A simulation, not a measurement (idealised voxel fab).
You're looking at the process module voxel spacer lines.
Pictured: cross-section cut, 300 nm wide, on a grid of 5 nm square cells.
The cross-sections in this document take the form of a grid made of square cells. They are written out as bands, in order from top to bottom. Each band consists of one or more rows of cells. First you get the band's top height and its bottom height, in nm, and then the materials it's made of, left to right, with each width in nm. If you see a single material with "edge to edge", that one covers the band edge to edge. "blank" is empty space. Beneath 0, the wafer as received is one material, and that level is where height counting begins. The lowest band goes on downward without a bottom; it is written like "from 0 down". Width: "30 to 40" (first number = top row, second number = bottom row, same change from row to row of cells). "all unchanged", as given for a step, is the statement that not any cell of the cross-section underwent a change during that step. In "Non-vented voids" the enclosed voids are listed, meaning empty spaces of 8 cells or larger without any opening to the top. The form is width x height at distance, distance from the left edge, units nm. after a step's settings: what the simulator itself notes on the step. If you see "overlay nm" on a step's line and that step has a mask, it's telling you how far right of where it was planned the mask ended up; a negative number means it went left instead.

### Process steps (planned)
1: RECEIVE: material Si
2: CONFORMAL_DEP: material Al2O3, thk nm 5
3: DIRECTIONAL_DEP: material TiN, thk nm 15
4: DIRECTIONAL_DEP: material aC, thk nm 25
5: PATTERN: tone cover, mask id MANDREL, material resist, width nm 15, pitch nm 60, thk nm 30, overlay nm 0
6: DIRECTIONAL_ETCH: etch materials aC, depth nm 25
7: STRIP: etch materials resist
8: CONFORMAL_DEP: material SiO2, thk nm 15
9: DIRECTIONAL_ETCH: etch materials SiO2, depth nm 15
10: STRIP: etch materials aC
11: DIRECTIONAL_ETCH: etch materials TiN, depth nm 15
12: STRIP: etch materials SiO2

### Step 1 complete: cross-section of the wafer as received
* from 0 down  Si edge to edge
* Non-vented voids: none

### Here's the cross-section of the first of our two wafers at the end of the module - it ran as planned
* from 20 to 5  95 blank  15 TiN  15 blank  15 TiN  15 blank  15 TiN  15 blank  15 TiN  100 blank
* from 5 to 0  Al2O3 edge to edge
* from 0 down  Si edge to edge
* Non-vented voids: none

### Same start, same plan as the first wafer - but one mistake in the run. Cross-section of the second of the two at the end of the module
* from 10 to 5  95 blank  15 TiN  15 blank  15 TiN  15 blank  15 TiN  15 blank  15 TiN  100 blank
* from 5 to 0  Al2O3 edge to edge
* from 0 down  Si edge to edge
* Non-vented voids: none
Error vs. plan: step 3 ran with different settings than intended, the actual operation and settings being DIRECTIONAL_DEP: material TiN, thk nm 5
Heads up, by the end the second wafer has more or fewer cells of some materials compared to the first: TiN: 24 fewer
